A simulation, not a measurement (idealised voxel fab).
Proc. module: voxel self aligned contacts
Section cut is 245 nm wide and gridded with 5 nm square cells.
This document writes a cross-section as a grid whose cells are square, and gives it as bands, listed from the top down; one or more rows of cells form a band. Within each band entry, the heights of the top and of the bottom of the band appear first, in that order and in nm; the materials of the band then follow from left to right, each with its corresponding width in nm. The designation "all across" on a single material indicates that it fills the band from edge to edge; the designation "air" indicates empty space. Basically, 0 is our baseline, since under it the wafer straight out of the box is all one material. The bottom band has no lower end and keeps on going down, so it looks like "0 down". The two numbers in a width such as "30 to 40" mark its ends across the band: the first belongs to the top row of cells, the second to the bottom row, and from each row to the next the width moves by the same amount. "nothing was modified" (step): cross-section cells unchanged, all of them. So "Sealed-off cavities" is basically the list of trapped voids: any empty space of 8 cells or more that can't reach the top through an opening. They're written width x height at distance, the distance being from the left edge, and it's all nm. The remark found on a step's line after its settings is issued by the simulator itself and pertains to that step. You can add "overlay nm" to a step's line. For a step with a mask, it describes how far the mask lay to the right of its planned position, and a negative number describes a lay to the left.

The process steps that were planned are listed below:
- 1: RECEIVE | material Si
- 2: CONFORMAL_DEP | material SiO2 | thk nm 5
- 3: DIRECTIONAL_DEP | material polySi | thk nm 20
- 4: DIRECTIONAL_DEP | material SiN | thk nm 20
- 5: DIRECTIONAL_DEP | material aC | thk nm 10
- 6: PATTERN | tone cover | mask id GATE | material resist | width nm 25 | pitch nm 55 | thk nm 25 | overlay nm 0
- 7: DIRECTIONAL_ETCH | etch materials aC | depth nm 10
- 8: STRIP | etch materials resist
- 9: DIRECTIONAL_ETCH | etch materials SiN | depth nm 20
- 10: DIRECTIONAL_ETCH | etch materials polySi | depth nm 20
- 11: STRIP | etch materials aC
- 12: CONFORMAL_DEP | material SiN | thk nm 5
- 13: DIRECTIONAL_ETCH | etch materials SiN | depth nm 5
- 14: FILL_DEP | material SiO2 | thk nm 15
- 15: CMP | height nm 55
- 16: MASKED_ETCH | tone open | mask id CONTACT | width nm 40 | pitch nm 55 | etch materials SiO2 | depth nm 55 | overlay nm 0
- 17: CONFORMAL_DEP | material TiN | thk nm 5
- 18: FILL_DEP | material Ru | thk nm 5
- 19: CMP | height nm 55
- 20: CONFORMAL_DEP | material SiCN | thk nm 5

What follows covers the first of two wafers; it ran as planned:

Wafer cross-section on receipt, i.e. after step 1:
> 0 down: Si all across
> Sealed-off cavities: none

Cross-section through the wafer, step 2 finished:
> 5 to 0: SiO2 all across
> Note: structure below 0 unchanged.

Cross-section through the wafer, step 3 finished:
> 25 to 5: polySi all across
> Note: structure below 5 unchanged.

Cross-section through the wafer, step 4 finished:
> 45 to 25: SiN all across
> Note: structure below 25 unchanged.

Cross-section through the wafer, step 5 finished:
> 55 to 45: aC all across
> Note: structure below 45 unchanged.

Cross-section through the wafer, step 6 finished:
> 80 to 55: air 55  resist 25  air 30  resist 25  air 30  resist 25  air 55
> Note: structure below 55 unchanged.

Cross-section through the wafer, step 7 finished:
> 70 to 55: air 55  resist 25  air 30  resist 25  air 30  resist 25  air 55
> 55 to 45: air 55  aC 25  air 30  aC 25  air 30  aC 25  air 55
> Note: structure below 45 unchanged.

Cross-section through the wafer, step 8 finished:
> 55 to 45: air 55  aC 25  air 30  aC 25  air 30  aC 25  air 55
> Note: structure below 45 unchanged.

Cross-section through the wafer, step 9 finished:
> 55 to 45: air 55  aC 25  air 30  aC 25  air 30  aC 25  air 55
> 45 to 25: air 55  SiN 25  air 30  SiN 25  air 30  SiN 25  air 55
> Note: structure below 25 unchanged.

Cross-section through the wafer, step 10 finished:
> 55 to 45: air 55  aC 25  air 30  aC 25  air 30  aC 25  air 55
> 45 to 25: air 55  SiN 25  air 30  SiN 25  air 30  SiN 25  air 55
> 25 to 5: air 55  polySi 25  air 30  polySi 25  air 30  polySi 25  air 55
> Note: structure below 5 unchanged.

Cross-section through the wafer, step 11 finished:
> 45 to 25: air 55  SiN 25  air 30  SiN 25  air 30  SiN 25  air 55
> Note: structure below 25 unchanged.

Cross-section through the wafer, step 12 finished:
> 50 to 25: air 50  SiN 35  air 20  SiN 35  air 20  SiN 35  air 50
> 25 to 10: air 50  SiN 5  polySi 25  SiN 5  air 20  SiN 5  polySi 25  SiN 5  air 20  SiN 5  polySi 25  SiN 5  air 50
> 10 to 5: SiN 55  polySi 25  SiN 30  polySi 25  SiN 30  polySi 25  SiN 55
> Note: structure below 5 unchanged.

Cross-section through the wafer, step 13 finished:
> 45 to 25: air 50  SiN 35  air 20  SiN 35  air 20  SiN 35  air 50
> 25 to 5: air 50  SiN 5  polySi 25  SiN 5  air 20  SiN 5  polySi 25  SiN 5  air 20  SiN 5  polySi 25  SiN 5  air 50
> Note: structure below 5 unchanged.

Cross-section through the wafer, step 14 finished:
> 60 to 45: SiO2 all across
> 45 to 25: SiO2 50  SiN 35  SiO2 20  SiN 35  SiO2 20  SiN 35  SiO2 50
> 25 to 5: SiO2 50  SiN 5  polySi 25  SiN 5  SiO2 20  SiN 5  polySi 25  SiN 5  SiO2 20  SiN 5  polySi 25  SiN 5  SiO2 50
> Note: structure below 5 unchanged.

Cross-section through the wafer, step 15 finished:
> 55 to 45: SiO2 all across
> Note: structure below 45 unchanged.

Cross-section through the wafer, step 16 finished:
> 55 to 45: SiO2 75  air 40  SiO2 15  air 40  SiO2 75
> 45 to 25: SiO2 50  SiN 35  air 20  SiN 35  air 20  SiN 35  SiO2 50
> 25 to 5: SiO2 50  SiN 5  polySi 25  SiN 5  air 20  SiN 5  polySi 25  SiN 5  air 20  SiN 5  polySi 25  SiN 5  SiO2 50
> 5 to 0: SiO2 85  air 20  SiO2 35  air 20  SiO2 85
> Note: structure below 0 unchanged.

Cross-section through the wafer, step 17 finished:
> 60 to 55: TiN 80  air 30  TiN 25  air 30  TiN 80
> 55 to 45: SiO2 75  TiN 5 to 15  air 30 to 10  TiN 5 to 15  SiO2 15  TiN 5 to 15  air 30 to 10  TiN 5 to 15  SiO2 75
> 45 to 25: SiO2 50  SiN 35  TiN 5  air 10  TiN 5  SiN 35  TiN 5  air 10  TiN 5  SiN 35  SiO2 50
> 25 to 5: SiO2 50  SiN 5  polySi 25  SiN 5  TiN 5  air 10  TiN 5  SiN 5  polySi 25  SiN 5  TiN 5  air 10  TiN 5  SiN 5  polySi 25  SiN 5  SiO2 50
> 5 to 0: SiO2 85  TiN 20  SiO2 35  TiN 20  SiO2 85
> Note: structure below 0 unchanged.

Cross-section through the wafer, step 18 finished:
> 65 to 60: Ru all across
> 60 to 55: TiN 80  Ru 30  TiN 25  Ru 30  TiN 80
> 55 to 45: SiO2 75  TiN 5 to 15  Ru 30 to 10  TiN 5 to 15  SiO2 15  TiN 5 to 15  Ru 30 to 10  TiN 5 to 15  SiO2 75
> 45 to 25: SiO2 50  SiN 35  TiN 5  Ru 10  TiN 5  SiN 35  TiN 5  Ru 10  TiN 5  SiN 35  SiO2 50
> 25 to 5: SiO2 50  SiN 5  polySi 25  SiN 5  TiN 5  Ru 10  TiN 5  SiN 5  polySi 25  SiN 5  TiN 5  Ru 10  TiN 5  SiN 5  polySi 25  SiN 5  SiO2 50
> Note: structure below 5 unchanged.

Cross-section through the wafer, step 19 finished:
> 55 to 45: SiO2 75  TiN 5 to 15  Ru 30 to 10  TiN 5 to 15  SiO2 15  TiN 5 to 15  Ru 30 to 10  TiN 5 to 15  SiO2 75
> Note: structure below 45 unchanged.

Cross-section through the wafer, step 20 finished:
> 60 to 55: SiCN all across
> Note: structure below 55 unchanged.

Second wafer: same start and same plan as the first, one execution error; identical to the first through step 1:

What the second wafer looks like in cross-section when step 2 should have wrapped up:
> 15 to 0: SiO2 all across
> Note: structure below 0 unchanged.

What the second wafer looks like in cross-section when step 3 should have wrapped up:
> 35 to 15: polySi all across
> Note: structure below 15 unchanged.

What the second wafer looks like in cross-section when step 4 should have wrapped up:
> 55 to 35: SiN all across
> Note: structure below 35 unchanged.

What the second wafer looks like in cross-section when step 5 should have wrapped up:
> 65 to 55: aC all across
> Note: structure below 55 unchanged.

What the second wafer looks like in cross-section when step 6 should have wrapped up:
> 90 to 65: air 55  resist 25  air 30  resist 25  air 30  resist 25  air 55
> Note: structure below 65 unchanged.

What the second wafer looks like in cross-section when step 7 should have wrapped up:
> 80 to 65: air 55  resist 25  air 30  resist 25  air 30  resist 25  air 55
> 65 to 55: air 55  aC 25  air 30  aC 25  air 30  aC 25  air 55
> Note: structure below 55 unchanged.

What the second wafer looks like in cross-section when step 8 should have wrapped up:
> 65 to 55: air 55  aC 25  air 30  aC 25  air 30  aC 25  air 55
> Note: structure below 55 unchanged.

What the second wafer looks like in cross-section when step 9 should have wrapped up:
> 65 to 55: air 55  aC 25  air 30  aC 25  air 30  aC 25  air 55
> 55 to 35: air 55  SiN 25  air 30  SiN 25  air 30  SiN 25  air 55
> Note: structure below 35 unchanged.

What the second wafer looks like in cross-section when step 10 should have wrapped up:
> 65 to 55: air 55  aC 25  air 30  aC 25  air 30  aC 25  air 55
> 55 to 35: air 55  SiN 25  air 30  SiN 25  air 30  SiN 25  air 55
> 35 to 15: air 55  polySi 25  air 30  polySi 25  air 30  polySi 25  air 55
> Note: structure below 15 unchanged.

What the second wafer looks like in cross-section when step 11 should have wrapped up:
> 55 to 35: air 55  SiN 25  air 30  SiN 25  air 30  SiN 25  air 55
> Note: structure below 35 unchanged.

What the second wafer looks like in cross-section when step 12 should have wrapped up:
> 60 to 35: air 50  SiN 35  air 20  SiN 35  air 20  SiN 35  air 50
> 35 to 20: air 50  SiN 5  polySi 25  SiN 5  air 20  SiN 5  polySi 25  SiN 5  air 20  SiN 5  polySi 25  SiN 5  air 50
> 20 to 15: SiN 55  polySi 25  SiN 30  polySi 25  SiN 30  polySi 25  SiN 55
> Note: structure below 15 unchanged.

What the second wafer looks like in cross-section when step 13 should have wrapped up:
> 55 to 35: air 50  SiN 35  air 20  SiN 35  air 20  SiN 35  air 50
> 35 to 15: air 50  SiN 5  polySi 25  SiN 5  air 20  SiN 5  polySi 25  SiN 5  air 20  SiN 5  polySi 25  SiN 5  air 50
> Note: structure below 15 unchanged.

What the second wafer looks like in cross-section when step 14 should have wrapped up:
> 70 to 55: SiO2 all across
> 55 to 35: SiO2 50  SiN 35  SiO2 20  SiN 35  SiO2 20  SiN 35  SiO2 50
> 35 to 15: SiO2 50  SiN 5  polySi 25  SiN 5  SiO2 20  SiN 5  polySi 25  SiN 5  SiO2 20  SiN 5  polySi 25  SiN 5  SiO2 50
> Note: structure below 15 unchanged.

What the second wafer looks like in cross-section when step 15 should have wrapped up:
> 55 to 35: SiO2 50  SiN 35  SiO2 20  SiN 35  SiO2 20  SiN 35  SiO2 50
> Note: structure below 35 unchanged.

What the second wafer looks like in cross-section when step 16 should have wrapped up:
> 55 to 35: SiO2 50  SiN 35  air 20  SiN 35  air 20  SiN 35  SiO2 50
> 35 to 15: SiO2 50  SiN 5  polySi 25  SiN 5  air 20  SiN 5  polySi 25  SiN 5  air 20  SiN 5  polySi 25  SiN 5  SiO2 50
> 15 to 0: SiO2 85  air 20  SiO2 35  air 20  SiO2 85
> Note: structure below 0 unchanged.

What the second wafer looks like in cross-section when step 17 should have wrapped up:
> 60 to 55: TiN 90  air 10  TiN 45  air 10  TiN 90
> 55 to 35: SiO2 50  SiN 35  TiN 5  air 10  TiN 5  SiN 35  TiN 5  air 10  TiN 5  SiN 35  SiO2 50
> 35 to 15: SiO2 50  SiN 5  polySi 25  SiN 5  TiN 5  air 10  TiN 5  SiN 5  polySi 25  SiN 5  TiN 5  air 10  TiN 5  SiN 5  polySi 25  SiN 5  SiO2 50
> 15 to 5: SiO2 85  TiN 5  air 10  TiN 5  SiO2 35  TiN 5  air 10  TiN 5  SiO2 85
> 5 to 0: SiO2 85  TiN 20  SiO2 35  TiN 20  SiO2 85
> Note: structure below 0 unchanged.

What the second wafer looks like in cross-section when step 18 should have wrapped up:
> 65 to 60: Ru all across
> 60 to 55: TiN 90  Ru 10  TiN 45  Ru 10  TiN 90
> 55 to 35: SiO2 50  SiN 35  TiN 5  Ru 10  TiN 5  SiN 35  TiN 5  Ru 10  TiN 5  SiN 35  SiO2 50
> 35 to 15: SiO2 50  SiN 5  polySi 25  SiN 5  TiN 5  Ru 10  TiN 5  SiN 5  polySi 25  SiN 5  TiN 5  Ru 10  TiN 5  SiN 5  polySi 25  SiN 5  SiO2 50
> 15 to 5: SiO2 85  TiN 5  Ru 10  TiN 5  SiO2 35  TiN 5  Ru 10  TiN 5  SiO2 85
> Note: structure below 5 unchanged.

What the second wafer looks like in cross-section when step 19 should have wrapped up:
> 55 to 35: SiO2 50  SiN 35  TiN 5  Ru 10  TiN 5  SiN 35  TiN 5  Ru 10  TiN 5  SiN 35  SiO2 50
> Note: structure below 35 unchanged.

What the second wafer looks like in cross-section when step 20 should have wrapped up:
> 60 to 55: SiCN all across
> Note: structure below 55 unchanged.
Here's what went sideways: step 2 ran with different settings than intended, the actual operation and settings being CONFORMAL_DEP | material SiO2 | thk nm 15
at the end the second wafer has, in cells: Ru -8 | SiO2 +16 | TiN -8
